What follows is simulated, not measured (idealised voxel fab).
process module | voxel gate over fins
cross-section cut | 230 nm wide | cells 5 nm
A cross-section is a grid of square cells, given in bands from the top down. A band is one or more rows of cells.
Each band's line starts with the height of the band's top and of its bottom, in nm. Then come its materials from left to right, each with its width in nm. One material with "throughout" fills the band from edge to edge. "air" is empty space.
Height 0 is the level under which the wafer as received is all one material. The lowest band goes on downwards, as in "0 down".
A width such as "30 to 40" changes by the same amount from each row of cells to the next, from the band's top row to its bottom row.
"no change" after a step means that no cell of the cross-section changed.
closed voids: empty space of 8 cells or more with no open way to the top, each as width x height at its distance from the left edge, in nm
after a step's settings: what the simulator itself notes on the step
overlay nm, on a step with a mask: how far to the right of its planned place the mask lay; to the left if negative
Each pair below shows a cross-section before one step and the cross-section after it, down to the lowest band that changed. The line under each pair gives the step between them, with its settings. The pairs can come from different runs of this module on the same starting wafer, so a pair continues from the pair above only where its "before" says so.
before
  0 down: Si throughout
  closed voids: none
after
  10 to 0: SiN throughout
  below 0: unchanged
  closed voids: none
the step between: op CONFORMAL_DEP | material SiN | thk nm 10
before: the cross-section after the pair above
after
  25 to 10: air 65 | resist 15 | air 25 | resist 15 | air 25 | resist 15 | air 70
  below 10: unchanged
  closed voids: none
the step between: op PATTERN | tone cover | mask id FINS | material resist | width nm 15 | pitch nm 40 | thk nm 15 | overlay nm 0
before: the cross-section after the pair above
after
  25 to 10: air 65 | resist 15 | air 25 | resist 15 | air 25 | resist 15 | air 70
  10 to 0: air 65 | SiN 15 | air 25 | SiN 15 | air 25 | SiN 15 | air 70
  below 0: unchanged
  closed voids: none
the step between: op DIRECTIONAL_ETCH | etch materials SiN | depth nm 10
before: the cross-section after the pair above
after
  25 to 10: air 65 | resist 15 | air 25 | resist 15 | air 25 | resist 15 | air 70
  10 to 0: air 65 | SiN 15 | air 25 | SiN 15 | air 25 | SiN 15 | air 70
  0 to -35: air 65 | Si 15 | air 25 | Si 15 | air 25 | Si 15 | air 70
  below -35: unchanged
  closed voids: none
the step between: op DIRECTIONAL_ETCH | etch materials Si | depth nm 35
before: the cross-section after the pair above
after
  10 to 0: air 65 | SiN 15 | air 25 | SiN 15 | air 25 | SiN 15 | air 70
  below 0: unchanged
  closed voids: none
the step between: op STRIP | etch materials resist
before: the cross-section after the pair above
after
  15 to 10: SiO2 throughout
  10 to 0: SiO2 65 | SiN 15 | SiO2 25 | SiN 15 | SiO2 25 | SiN 15 | SiO2 70
  0 to -35: SiO2 65 | Si 15 | SiO2 25 | Si 15 | SiO2 25 | Si 15 | SiO2 70
  below -35: unchanged
  closed voids: none
the step between: op FILL_DEP | material SiO2 | thk nm 5
before: the cross-section after the pair above
after
  10 to 0: SiO2 65 | SiN 15 | SiO2 25 | SiN 15 | SiO2 25 | SiN 15 | SiO2 70
  below 0: unchanged
  closed voids: none
the step between: op CMP | height nm 10
before: the cross-section after the pair above
after
  10 to 0: air 65 | SiN 15 | air 25 | SiN 15 | air 25 | SiN 15 | air 70
  0 to -10: air 65 | Si 15 | air 25 | Si 15 | air 25 | Si 15 | air 70
  below -10: unchanged
  closed voids: none
the step between: op SELECTIVE_ETCH | etch materials SiO2 | depth nm 20
before: the cross-section after the pair above
after
  0 to -10: air 65 | Si 15 | air 25 | Si 15 | air 25 | Si 15 | air 70
  below -10: unchanged
  closed voids: none
the step between: op STRIP | etch materials SiN
before: the cross-section after the pair above
after
  5 to 0: air 60 | HfO2 25 | air 15 | HfO2 25 | air 15 | HfO2 25 | air 65
  0 to -5: air 60 | HfO2 5 | Si 15 | HfO2 5 | air 15 | HfO2 5 | Si 15 | HfO2 5 | air 15 | HfO2 5 | Si 15 | HfO2 5 | air 65
  -5 to -10: HfO2 65 | Si 15 | HfO2 25 | Si 15 | HfO2 25 | Si 15 | HfO2 70
  below -10: unchanged
  closed voids: none
the step between: op CONFORMAL_DEP | material HfO2 | thk nm 5
before: the cross-section after the pair above
after
  10 to 5: air 55 | TiN 35 | air 5 | TiN 35 | air 5 | TiN 35 | air 60
  5 to 0: air 55 | TiN 5 | HfO2 25 | TiN 5 | air 5 | TiN 5 | HfO2 25 | TiN 5 | air 5 | TiN 5 | HfO2 25 | TiN 5 | air 60
  0 to -5: TiN 60 | HfO2 5 | Si 15 | HfO2 5 | TiN 15 | HfO2 5 | Si 15 | HfO2 5 | TiN 15 | HfO2 5 | Si 15 | HfO2 5 | TiN 65
  below -5: unchanged
  closed voids: none
the step between: op CONFORMAL_DEP | material TiN | thk nm 5
before: the cross-section after the pair above
after
  15 to 10: air 50 | TiAl 125 | air 55
  10 to 5: air 50 | TiAl 5 | TiN 35 | TiAl 5 | TiN 35 | TiAl 5 | TiN 35 | TiAl 5 | air 55
  5 to 0: TiAl 55 | TiN 5 | HfO2 25 | TiN 5 | TiAl 5 | TiN 5 | HfO2 25 | TiN 5 | TiAl 5 | TiN 5 | HfO2 25 | TiN 5 | TiAl 60
  below 0: unchanged
  closed voids: none
the step between: op CONFORMAL_DEP | material TiAl | thk nm 5
before: the cross-section after the pair above
after
  20 to 15: air 45 | TiN 135 | air 50
  15 to 10: air 45 | TiN 5 | TiAl 125 | TiN 5 | air 50
  10 to 5: TiN 50 | TiAl 5 | TiN 35 | TiAl 5 | TiN 35 | TiAl 5 | TiN 35 | TiAl 5 | TiN 55
  below 5: unchanged
  closed voids: none
the step between: op CONFORMAL_DEP | material TiN | thk nm 5
before: the cross-section after the pair above
after
  35 to 20: W throughout
  20 to 15: W 45 | TiN 135 | W 50
  15 to 10: W 45 | TiN 5 | TiAl 125 | TiN 5 | W 50
  below 10: unchanged
  closed voids: none
the step between: op FILL_DEP | material W | thk nm 15
before: the cross-section after the pair above
after
  30 to 20: W throughout
  below 20: unchanged
  closed voids: none
the step between: op CMP | height nm 30
before: the cross-section after the pair above
after
  35 to 30: SiCN throughout
  below 30: unchanged
  closed voids: none
the step between: op CONFORMAL_DEP | material SiCN | thk nm 5
before
  10 to 5: air 55 | TiN 35 | air 5 | TiN 35 | air 5 | TiN 35 | air 60
  5 to 0: air 55 | TiN 5 | HfO2 25 | TiN 5 | air 5 | TiN 5 | HfO2 25 | TiN 5 | air 5 | TiN 5 | HfO2 25 | TiN 5 | air 60
  0 to -5: TiN 60 | HfO2 5 | Si 15 | HfO2 5 | TiN 15 | HfO2 5 | Si 15 | HfO2 5 | TiN 15 | HfO2 5 | Si 15 | HfO2 5 | TiN 65
  -5 to -10: HfO2 65 | Si 15 | HfO2 25 | Si 15 | HfO2 25 | Si 15 | HfO2 70
  -10 to -35: SiO2 65 | Si 15 | SiO2 25 | Si 15 | SiO2 25 | Si 15 | SiO2 70
  -35 down: Si throughout
  closed voids: none
after
  15 to 5: air 50 | TiN 125 | air 55
  5 to 0: TiN 60 | HfO2 25 | TiN 15 | HfO2 25 | TiN 15 | HfO2 25 | TiN 65
  below 0: unchanged
  closed voids: none
the step between: op CONFORMAL_DEP | material TiN | thk nm 5
before: the cross-section after the pair above
after
  30 to 15: W throughout
  15 to 5: W 50 | TiN 125 | W 55
  below 5: unchanged
  closed voids: none
the step between: op FILL_DEP | material W | thk nm 15
before: the cross-section after the pair above
after
  35 to 30: SiCN throughout
  below 30: unchanged
  closed voids: none
the step between: op CONFORMAL_DEP | material SiCN | thk nm 5
before
  10 to 0: air 65 | SiN 15 | air 25 | SiN 15 | air 25 | SiN 15 | air 70
  0 to -10: air 65 | Si 15 | air 25 | Si 15 | air 25 | Si 15 | air 70
  -10 to -35: SiO2 65 | Si 15 | SiO2 25 | Si 15 | SiO2 25 | Si 15 | SiO2 70
  -35 down: Si throughout
  closed voids: none
after
  10 to 0: air 65 | SiN 15 | air 25 | SiN 15 | air 25 | SiN 15 | air 70
  0 to -30: air 65 | Si 15 | air 25 | Si 15 | air 25 | Si 15 | air 70
  below -30: unchanged
  closed voids: none
the step between: op SELECTIVE_ETCH | etch materials SiO2 | depth nm 20
before: the cross-section after the pair above
after
  0 to -30: air 65 | Si 15 | air 25 | Si 15 | air 25 | Si 15 | air 70
  below -30: unchanged
  closed voids: none
the step between: op STRIP | etch materials SiN
before: the cross-section after the pair above
after
  5 to 0: air 60 | HfO2 25 | air 15 | HfO2 25 | air 15 | HfO2 25 | air 65
  0 to -25: air 60 | HfO2 5 | Si 15 | HfO2 5 | air 15 | HfO2 5 | Si 15 | HfO2 5 | air 15 | HfO2 5 | Si 15 | HfO2 5 | air 65
  -25 to -30: HfO2 65 | Si 15 | HfO2 25 | Si 15 | HfO2 25 | Si 15 | HfO2 70
  below -30: unchanged
  closed voids: none
the step between: op CONFORMAL_DEP | material HfO2 | thk nm 5
before: the cross-section after the pair above
after
  10 to 5: air 55 | TiN 35 | air 5 | TiN 35 | air 5 | TiN 35 | air 60
  5 to 0: air 55 | TiN 5 | HfO2 25 | TiN 5 | air 5 | TiN 5 | HfO2 25 | TiN 5 | air 5 | TiN 5 | HfO2 25 | TiN 5 | air 60
  0 to -20: air 55 | TiN 5 | HfO2 5 | Si 15 | HfO2 5 | TiN 5 | air 5 | TiN 5 | HfO2 5 | Si 15 | HfO2 5 | TiN 5 | air 5 | TiN 5 | HfO2 5 | Si 15 | HfO2 5 | TiN 5 | air 60
  -20 to -25: TiN 60 | HfO2 5 | Si 15 | HfO2 5 | TiN 15 | HfO2 5 | Si 15 | HfO2 5 | TiN 15 | HfO2 5 | Si 15 | HfO2 5 | TiN 65
  below -25: unchanged
  closed voids: none
the step between: op CONFORMAL_DEP | material TiN | thk nm 5
before: the cross-section after the pair above
after
  15 to 10: air 50 | TiAl 125 | air 55
  10 to 5: air 50 | TiAl 5 | TiN 35 | TiAl 5 | TiN 35 | TiAl 5 | TiN 35 | TiAl 5 | air 55
  5 to 0: air 50 | TiAl 5 | TiN 5 | HfO2 25 | TiN 5 | TiAl 5 | TiN 5 | HfO2 25 | TiN 5 | TiAl 5 | TiN 5 | HfO2 25 | TiN 5 | TiAl 5 | air 55
  0 to -15: air 50 | TiAl 5 | TiN 5 | HfO2 5 | Si 15 | HfO2 5 | TiN 5 | TiAl 5 | TiN 5 | HfO2 5 | Si 15 | HfO2 5 | TiN 5 | TiAl 5 | TiN 5 | HfO2 5 | Si 15 | HfO2 5 | TiN 5 | TiAl 5 | air 55
  -15 to -20: TiAl 55 | TiN 5 | HfO2 5 | Si 15 | HfO2 5 | TiN 5 | TiAl 5 | TiN 5 | HfO2 5 | Si 15 | HfO2 5 | TiN 5 | TiAl 5 | TiN 5 | HfO2 5 | Si 15 | HfO2 5 | TiN 5 | TiAl 60
  below -20: unchanged
  closed voids: none
the step between: op CONFORMAL_DEP | material TiAl | thk nm 5
before: the cross-section after the pair above
after
  20 to 15: air 45 | TiN 135 | air 50
  15 to 10: air 45 | TiN 5 | TiAl 125 | TiN 5 | air 50
  10 to 5: air 45 | TiN 5 | TiAl 5 | TiN 35 | TiAl 5 | TiN 35 | TiAl 5 | TiN 35 | TiAl 5 | TiN 5 | air 50
  5 to 0: air 45 | TiN 5 | TiAl 5 | TiN 5 | HfO2 25 | TiN 5 | TiAl 5 | TiN 5 | HfO2 25 | TiN 5 | TiAl 5 | TiN 5 | HfO2 25 | TiN 5 | TiAl 5 | TiN 5 | air 50
  0 to -10: air 45 | TiN 5 | TiAl 5 | TiN 5 | HfO2 5 | Si 15 | HfO2 5 | TiN 5 | TiAl 5 | TiN 5 | HfO2 5 | Si 15 | HfO2 5 | TiN 5 | TiAl 5 | TiN 5 | HfO2 5 | Si 15 | HfO2 5 | TiN 5 | TiAl 5 | TiN 5 | air 50
  -10 to -15: TiN 50 | TiAl 5 | TiN 5 | HfO2 5 | Si 15 | HfO2 5 | TiN 5 | TiAl 5 | TiN 5 | HfO2 5 | Si 15 | HfO2 5 | TiN 5 | TiAl 5 | TiN 5 | HfO2 5 | Si 15 | HfO2 5 | TiN 5 | TiAl 5 | TiN 55
  below -15: unchanged
  closed voids: none
the step between: op CONFORMAL_DEP | material TiN | thk nm 5
before: the cross-section after the pair above
after
  35 to 20: W throughout
  20 to 15: W 45 | TiN 135 | W 50
  15 to 10: W 45 | TiN 5 | TiAl 125 | TiN 5 | W 50
  10 to 5: W 45 | TiN 5 | TiAl 5 | TiN 35 | TiAl 5 | TiN 35 | TiAl 5 | TiN 35 | TiAl 5 | TiN 5 | W 50
  5 to 0: W 45 | TiN 5 | TiAl 5 | TiN 5 | HfO2 25 | TiN 5 | TiAl 5 | TiN 5 | HfO2 25 | TiN 5 | TiAl 5 | TiN 5 | HfO2 25 | TiN 5 | TiAl 5 | TiN 5 | W 50
  0 to -10: W 45 | TiN 5 | TiAl 5 | TiN 5 | HfO2 5 | Si 15 | HfO2 5 | TiN 5 | TiAl 5 | TiN 5 | HfO2 5 | Si 15 | HfO2 5 | TiN 5 | TiAl 5 | TiN 5 | HfO2 5 | Si 15 | HfO2 5 | TiN 5 | TiAl 5 | TiN 5 | W 50
  below -10: unchanged
  closed voids: none
the step between: op FILL_DEP | material W | thk nm 15
before: the cross-section after the pair above
after
  30 to 20: W throughout
  below 20: unchanged
  closed voids: none
the step between: op CMP | height nm 30
before: the cross-section after the pair above
after
  35 to 30: SiCN throughout
  below 30: unchanged
  closed voids: none
the step between: op CONFORMAL_DEP | material SiCN | thk nm 5
before
  5 to 0: air 60 | HfO2 25 | air 15 | HfO2 25 | air 15 | HfO2 25 | air 65
  0 to -5: air 60 | HfO2 5 | Si 15 | HfO2 5 | air 15 | HfO2 5 | Si 15 | HfO2 5 | air 15 | HfO2 5 | Si 15 | HfO2 5 | air 65
  -5 to -10: HfO2 65 | Si 15 | HfO2 25 | Si 15 | HfO2 25 | Si 15 | HfO2 70
  -10 to -35: SiO2 65 | Si 15 | SiO2 25 | Si 15 | SiO2 25 | Si 15 | SiO2 70
  -35 down: Si throughout
  closed voids: none
after
  10 to 5: air 55 | TiAl 35 | air 5 | TiAl 35 | air 5 | TiAl 35 | air 60
  5 to 0: air 55 | TiAl 5 | HfO2 25 | TiAl 5 | air 5 | TiAl 5 | HfO2 25 | TiAl 5 | air 5 | TiAl 5 | HfO2 25 | TiAl 5 | air 60
  0 to -5: TiAl 60 | HfO2 5 | Si 15 | HfO2 5 | TiAl 15 | HfO2 5 | Si 15 | HfO2 5 | TiAl 15 | HfO2 5 | Si 15 | HfO2 5 | TiAl 65
  below -5: unchanged
  closed voids: none
the step between: op CONFORMAL_DEP | material TiAl | thk nm 5
before: the cross-section after the pair above
after
  15 to 10: air 50 | TiN 125 | air 55
  10 to 5: air 50 | TiN 5 | TiAl 35 | TiN 5 | TiAl 35 | TiN 5 | TiAl 35 | TiN 5 | air 55
  5 to 0: TiN 55 | TiAl 5 | HfO2 25 | TiAl 5 | TiN 5 | TiAl 5 | HfO2 25 | TiAl 5 | TiN 5 | TiAl 5 | HfO2 25 | TiAl 5 | TiN 60
  below 0: unchanged
  closed voids: none
the step between: op CONFORMAL_DEP | material TiN | thk nm 5
before: the cross-section after the pair above
after
  20 to 10: air 45 | TiN 135 | air 50
  10 to 5: TiN 55 | TiAl 35 | TiN 5 | TiAl 35 | TiN 5 | TiAl 35 | TiN 60
  below 5: unchanged
  closed voids: none
the step between: op CONFORMAL_DEP | material TiN | thk nm 5
before: the cross-section after the pair above
after
  35 to 20: W throughout
  20 to 10: W 45 | TiN 135 | W 50
  below 10: unchanged
  closed voids: none
the step between: op FILL_DEP | material W | thk nm 15
before: the cross-section after the pair above
after
  30 to 20: W throughout
  below 20: unchanged
  closed voids: none
the step between: op CMP | height nm 30
before: the cross-section after the pair above
after
  35 to 30: SiCN throughout
  below 30: unchanged
  closed voids: none
the step between: op CONFORMAL_DEP | material SiCN | thk nm 5
before
  10 to 5: air 55 | TiN 35 | air 5 | TiN 35 | air 5 | TiN 35 | air 60
  5 to 0: air 55 | TiN 5 | HfO2 25 | TiN 5 | air 5 | TiN 5 | HfO2 25 | TiN 5 | air 5 | TiN 5 | HfO2 25 | TiN 5 | air 60
  0 to -5: TiN 60 | HfO2 5 | Si 15 | HfO2 5 | TiN 15 | HfO2 5 | Si 15 | HfO2 5 | TiN 15 | HfO2 5 | Si 15 | HfO2 5 | TiN 65
  -5 to -10: HfO2 65 | Si 15 | HfO2 25 | Si 15 | HfO2 25 | Si 15 | HfO2 70
  -10 to -35: SiO2 65 | Si 15 | SiO2 25 | Si 15 | SiO2 25 | Si 15 | SiO2 70
  -35 down: Si throughout
  closed voids: none
after
  25 to 15: air 40 | TiAl 145 | air 45
  15 to 10: TiAl throughout
  10 to 5: TiAl 55 | TiN 35 | TiAl 5 | TiN 35 | TiAl 5 | TiN 35 | TiAl 60
  5 to 0: TiAl 55 | TiN 5 | HfO2 25 | TiN 5 | TiAl 5 | TiN 5 | HfO2 25 | TiN 5 | TiAl 5 | TiN 5 | HfO2 25 | TiN 5 | TiAl 60
  below 0: unchanged
  closed voids: none
the step between: op CONFORMAL_DEP | material TiAl | thk nm 15
before: the cross-section after the pair above
after
  30 to 25: air 35 | TiN 155 | air 40
  25 to 20: air 35 | TiN 5 | TiAl 145 | TiN 5 | air 40
  20 to 15: TiN 40 | TiAl 145 | TiN 45
  below 15: unchanged
  closed voids: none
the step between: op CONFORMAL_DEP | material TiN | thk nm 5
before: the cross-section after the pair above
after
  45 to 30: W throughout
  30 to 25: W 35 | TiN 155 | W 40
  25 to 20: W 35 | TiN 5 | TiAl 145 | TiN 5 | W 40
  below 20: unchanged
  closed voids: none
the step between: op FILL_DEP | material W | thk nm 15
before: the cross-section after the pair above
after
  30 to 25: W 35 | TiN 155 | W 40
  below 25: unchanged
  closed voids: none
the step between: op CMP | height nm 30
before: the cross-section after the pair above
after
  35 to 30: SiCN throughout
  below 30: unchanged
  closed voids: none
the step between: op CONFORMAL_DEP | material SiCN | thk nm 5
before
  10 to 0: SiN throughout
  0 down: Si throughout
  closed voids: none
after
  25 to 10: air 65 | resist 20 | air 20 | resist 20 | air 20 | resist 20 | air 65
  below 10: unchanged
  closed voids: none
the step between: op PATTERN | tone cover | mask id FINS | material resist | width nm 20 | pitch nm 40 | thk nm 15 | overlay nm 0
before: the cross-section after the pair above
after
  25 to 10: air 65 | resist 20 | air 20 | resist 20 | air 20 | resist 20 | air 65
  10 to 0: air 65 | SiN 20 | air 20 | SiN 20 | air 20 | SiN 20 | air 65
  below 0: unchanged
  closed voids: none
the step between: op DIRECTIONAL_ETCH | etch materials SiN | depth nm 10
before: the cross-section after the pair above
after
  25 to 10: air 65 | resist 20 | air 20 | resist 20 | air 20 | resist 20 | air 65
  10 to 0: air 65 | SiN 20 | air 20 | SiN 20 | air 20 | SiN 20 | air 65
  0 to -35: air 65 | Si 20 | air 20 | Si 20 | air 20 | Si 20 | air 65
  below -35: unchanged
  closed voids: none
the step between: op DIRECTIONAL_ETCH | etch materials Si | depth nm 35
before: the cross-section after the pair above
after
  10 to 0: air 65 | SiN 20 | air 20 | SiN 20 | air 20 | SiN 20 | air 65
  below 0: unchanged
  closed voids: none
the step between: op STRIP | etch materials resist
before: the cross-section after the pair above
after
  15 to 10: SiO2 throughout
  10 to 0: SiO2 65 | SiN 20 | SiO2 20 | SiN 20 | SiO2 20 | SiN 20 | SiO2 65
  0 to -35: SiO2 65 | Si 20 | SiO2 20 | Si 20 | SiO2 20 | Si 20 | SiO2 65
  below -35: unchanged
  closed voids: none
the step between: op FILL_DEP | material SiO2 | thk nm 5
before: the cross-section after the pair above
after
  10 to 0: SiO2 65 | SiN 20 | SiO2 20 | SiN 20 | SiO2 20 | SiN 20 | SiO2 65
  below 0: unchanged
  closed voids: none
the step between: op CMP | height nm 10
before: the cross-section after the pair above
after
  10 to 0: air 65 | SiN 20 | air 20 | SiN 20 | air 20 | SiN 20 | air 65
  0 to -10: air 65 | Si 20 | air 20 | Si 20 | air 20 | Si 20 | air 65
  below -10: unchanged
  closed voids: none
the step between: op SELECTIVE_ETCH | etch materials SiO2 | depth nm 20
before: the cross-section after the pair above
after
  0 to -10: air 65 | Si 20 | air 20 | Si 20 | air 20 | Si 20 | air 65
  below -10: unchanged
  closed voids: none
the step between: op STRIP | etch materials SiN
before: the cross-section after the pair above
after
  5 to 0: air 60 | HfO2 30 | air 10 | HfO2 30 | air 10 | HfO2 30 | air 60
  0 to -5: air 60 | HfO2 5 | Si 20 | HfO2 5 | air 10 | HfO2 5 | Si 20 | HfO2 5 | air 10 | HfO2 5 | Si 20 | HfO2 5 | air 60
  -5 to -10: HfO2 65 | Si 20 | HfO2 20 | Si 20 | HfO2 20 | Si 20 | HfO2 65
  below -10: unchanged
  closed voids: none
the step between: op CONFORMAL_DEP | material HfO2 | thk nm 5
before: the cross-section after the pair above
after
  10 to 5: air 55 | TiN 120 | air 55
  5 to 0: air 55 | TiN 5 | HfO2 30 | TiN 10 | HfO2 30 | TiN 10 | HfO2 30 | TiN 5 | air 55
  0 to -5: TiN 60 | HfO2 5 | Si 20 | HfO2 5 | TiN 10 | HfO2 5 | Si 20 | HfO2 5 | TiN 10 | HfO2 5 | Si 20 | HfO2 5 | TiN 60
  below -5: unchanged
  closed voids: none
the step between: op CONFORMAL_DEP | material TiN | thk nm 5
before: the cross-section after the pair above
after
  15 to 10: air 50 | TiAl 130 | air 50
  10 to 5: air 50 | TiAl 5 | TiN 120 | TiAl 5 | air 50
  5 to 0: TiAl 55 | TiN 5 | HfO2 30 | TiN 10 | HfO2 30 | TiN 10 | HfO2 30 | TiN 5 | TiAl 55
  below 0: unchanged
  closed voids: none
the step between: op CONFORMAL_DEP | material TiAl | thk nm 5
before: the cross-section after the pair above
after
  20 to 15: air 45 | TiN 140 | air 45
  15 to 10: air 45 | TiN 5 | TiAl 130 | TiN 5 | air 45
  10 to 5: TiN 50 | TiAl 5 | TiN 120 | TiAl 5 | TiN 50
  below 5: unchanged
  closed voids: none
the step between: op CONFORMAL_DEP | material TiN | thk nm 5
before: the cross-section after the pair above
after
  35 to 20: W throughout
  20 to 15: W 45 | TiN 140 | W 45
  15 to 10: W 45 | TiN 5 | TiAl 130 | TiN 5 | W 45
  below 10: unchanged
  closed voids: none
the step between: op FILL_DEP | material W | thk nm 15
before: the cross-section after the pair above
after
  30 to 20: W throughout
  below 20: unchanged
  closed voids: none
the step between: op CMP | height nm 30
before: the cross-section after the pair above
after
  35 to 30: SiCN throughout
  below 30: unchanged
  closed voids: none
the step between: op CONFORMAL_DEP | material SiCN | thk nm 5
before
  10 to 0: SiN throughout
  0 down: Si throughout
  closed voids: none
after
  25 to 10: air 70 | resist 15 | air 25 | resist 15 | air 25 | resist 15 | air 65
  below 10: unchanged
  closed voids: none
the step between: op PATTERN | tone cover | mask id FINS | material resist | width nm 15 | pitch nm 40 | thk nm 15 | overlay nm 5
before: the cross-section after the pair above
after
  25 to 10: air 70 | resist 15 | air 25 | resist 15 | air 25 | resist 15 | air 65
  10 to 0: air 70 | SiN 15 | air 25 | SiN 15 | air 25 | SiN 15 | air 65
  below 0: unchanged
  closed voids: none
the step between: op DIRECTIONAL_ETCH | etch materials SiN | depth nm 10
before: the cross-section after the pair above
after
  25 to 10: air 70 | resist 15 | air 25 | resist 15 | air 25 | resist 15 | air 65
  10 to 0: air 70 | SiN 15 | air 25 | SiN 15 | air 25 | SiN 15 | air 65
  0 to -35: air 70 | Si 15 | air 25 | Si 15 | air 25 | Si 15 | air 65
  below -35: unchanged
  closed voids: none
the step between: op DIRECTIONAL_ETCH | etch materials Si | depth nm 35
before: the cross-section after the pair above
after
  10 to 0: air 70 | SiN 15 | air 25 | SiN 15 | air 25 | SiN 15 | air 65
  below 0: unchanged
  closed voids: none
the step between: op STRIP | etch materials resist
before: the cross-section after the pair above
after
  15 to 10: SiO2 throughout
  10 to 0: SiO2 70 | SiN 15 | SiO2 25 | SiN 15 | SiO2 25 | SiN 15 | SiO2 65
  0 to -35: SiO2 70 | Si 15 | SiO2 25 | Si 15 | SiO2 25 | Si 15 | SiO2 65
  below -35: unchanged
  closed voids: none
the step between: op FILL_DEP | material SiO2 | thk nm 5
before: the cross-section after the pair above
after
  10 to 0: SiO2 70 | SiN 15 | SiO2 25 | SiN 15 | SiO2 25 | SiN 15 | SiO2 65
  below 0: unchanged
  closed voids: none
the step between: op CMP | height nm 10
before: the cross-section after the pair above
after
  10 to 0: air 70 | SiN 15 | air 25 | SiN 15 | air 25 | SiN 15 | air 65
  0 to -10: air 70 | Si 15 | air 25 | Si 15 | air 25 | Si 15 | air 65
  below -10: unchanged
  closed voids: none
the step between: op SELECTIVE_ETCH | etch materials SiO2 | depth nm 20
before: the cross-section after the pair above
after
  0 to -10: air 70 | Si 15 | air 25 | Si 15 | air 25 | Si 15 | air 65
  below -10: unchanged
  closed voids: none
the step between: op STRIP | etch materials SiN
before: the cross-section after the pair above
after
  5 to 0: air 65 | HfO2 25 | air 15 | HfO2 25 | air 15 | HfO2 25 | air 60
  0 to -5: air 65 | HfO2 5 | Si 15 | HfO2 5 | air 15 | HfO2 5 | Si 15 | HfO2 5 | air 15 | HfO2 5 | Si 15 | HfO2 5 | air 60
  -5 to -10: HfO2 70 | Si 15 | HfO2 25 | Si 15 | HfO2 25 | Si 15 | HfO2 65
  below -10: unchanged
  closed voids: none
the step between: op CONFORMAL_DEP | material HfO2 | thk nm 5
before: the cross-section after the pair above
after
  10 to 5: air 60 | TiN 35 | air 5 | TiN 35 | air 5 | TiN 35 | air 55
  5 to 0: air 60 | TiN 5 | HfO2 25 | TiN 5 | air 5 | TiN 5 | HfO2 25 | TiN 5 | air 5 | TiN 5 | HfO2 25 | TiN 5 | air 55
  0 to -5: TiN 65 | HfO2 5 | Si 15 | HfO2 5 | TiN 15 | HfO2 5 | Si 15 | HfO2 5 | TiN 15 | HfO2 5 | Si 15 | HfO2 5 | TiN 60
  below -5: unchanged
  closed voids: none
the step between: op CONFORMAL_DEP | material TiN | thk nm 5
before: the cross-section after the pair above
after
  15 to 10: air 55 | TiAl 125 | air 50
  10 to 5: air 55 | TiAl 5 | TiN 35 | TiAl 5 | TiN 35 | TiAl 5 | TiN 35 | TiAl 5 | air 50
  5 to 0: TiAl 60 | TiN 5 | HfO2 25 | TiN 5 | TiAl 5 | TiN 5 | HfO2 25 | TiN 5 | TiAl 5 | TiN 5 | HfO2 25 | TiN 5 | TiAl 55
  below 0: unchanged
  closed voids: none
the step between: op CONFORMAL_DEP | material TiAl | thk nm 5
before: the cross-section after the pair above
after
  20 to 15: air 50 | TiN 135 | air 45
  15 to 10: air 50 | TiN 5 | TiAl 125 | TiN 5 | air 45
  10 to 5: TiN 55 | TiAl 5 | TiN 35 | TiAl 5 | TiN 35 | TiAl 5 | TiN 35 | TiAl 5 | TiN 50
  below 5: unchanged
  closed voids: none
the step between: op CONFORMAL_DEP | material TiN | thk nm 5
before: the cross-section after the pair above
after
  35 to 20: W throughout
  20 to 15: W 50 | TiN 135 | W 45
  15 to 10: W 50 | TiN 5 | TiAl 125 | TiN 5 | W 45
  below 10: unchanged
  closed voids: none
the step between: op FILL_DEP | material W | thk nm 15
before: the cross-section after the pair above
after
  30 to 20: W throughout
  below 20: unchanged
  closed voids: none
the step between: op CMP | height nm 30
before: the cross-section after the pair above
after
  35 to 30: SiCN throughout
  below 30: unchanged
  closed voids: none
the step between: op CONFORMAL_DEP | material SiCN | thk nm 5
before
  30 to 20: W throughout
  20 to 15: W 45 | TiN 135 | W 50
  15 to 10: W 45 | TiN 5 | TiAl 125 | TiN 5 | W 50
  10 to 5: TiN 50 | TiAl 5 | TiN 35 | TiAl 5 | TiN 35 | TiAl 5 | TiN 35 | TiAl 5 | TiN 55
  5 to 0: TiAl 55 | TiN 5 | HfO2 25 | TiN 5 | TiAl 5 | TiN 5 | HfO2 25 | TiN 5 | TiAl 5 | TiN 5 | HfO2 25 | TiN 5 | TiAl 60
  0 to -5: TiN 60 | HfO2 5 | Si 15 | HfO2 5 | TiN 15 | HfO2 5 | Si 15 | HfO2 5 | TiN 15 | HfO2 5 | Si 15 | HfO2 5 | TiN 65
  -5 to -10: HfO2 65 | Si 15 | HfO2 25 | Si 15 | HfO2 25 | Si 15 | HfO2 70
  -10 to -35: SiO2 65 | Si 15 | SiO2 25 | Si 15 | SiO2 25 | Si 15 | SiO2 70
  -35 down: Si throughout
  closed voids: none
after
  35 to 30: HfO2 throughout
  below 30: unchanged
  closed voids: none
the step between: op CONFORMAL_DEP | material HfO2 | thk nm 5
before
  10 to 0: SiN throughout
  0 down: Si throughout
  closed voids: none
after
  25 to 10: resist 65 | air 15 | resist 25 | air 15 | resist 25 | air 15 | resist 70
  below 10: unchanged
  closed voids: none
the step between: op PATTERN | tone open | mask id FINS | material resist | width nm 15 | pitch nm 40 | thk nm 15 | overlay nm 0
before: the cross-section after the pair above
after
  25 to 10: resist 65 | air 15 | resist 25 | air 15 | resist 25 | air 15 | resist 70
  10 to 0: SiN 65 | air 15 | SiN 25 | air 15 | SiN 25 | air 15 | SiN 70
  below 0: unchanged
  closed voids: none
the step between: op DIRECTIONAL_ETCH | etch materials SiN | depth nm 10
before: the cross-section after the pair above
after
  25 to 10: resist 65 | air 15 | resist 25 | air 15 | resist 25 | air 15 | resist 70
  10 to 0: SiN 65 | air 15 | SiN 25 | air 15 | SiN 25 | air 15 | SiN 70
  0 to -35: Si 65 | air 15 | Si 25 | air 15 | Si 25 | air 15 | Si 70
  below -35: unchanged
  closed voids: none
the step between: op DIRECTIONAL_ETCH | etch materials Si | depth nm 35
before: the cross-section after the pair above
after
  10 to 0: SiN 65 | air 15 | SiN 25 | air 15 | SiN 25 | air 15 | SiN 70
  below 0: unchanged
  closed voids: none
the step between: op STRIP | etch materials resist
before: the cross-section after the pair above
after
  15 to 10: SiO2 throughout
  10 to 0: SiN 65 | SiO2 15 | SiN 25 | SiO2 15 | SiN 25 | SiO2 15 | SiN 70
  0 to -35: Si 65 | SiO2 15 | Si 25 | SiO2 15 | Si 25 | SiO2 15 | Si 70
  below -35: unchanged
  closed voids: none
the step between: op FILL_DEP | material SiO2 | thk nm 5
before: the cross-section after the pair above
after
  10 to 0: SiN 65 | SiO2 15 | SiN 25 | SiO2 15 | SiN 25 | SiO2 15 | SiN 70
  below 0: unchanged
  closed voids: none
the step between: op CMP | height nm 10
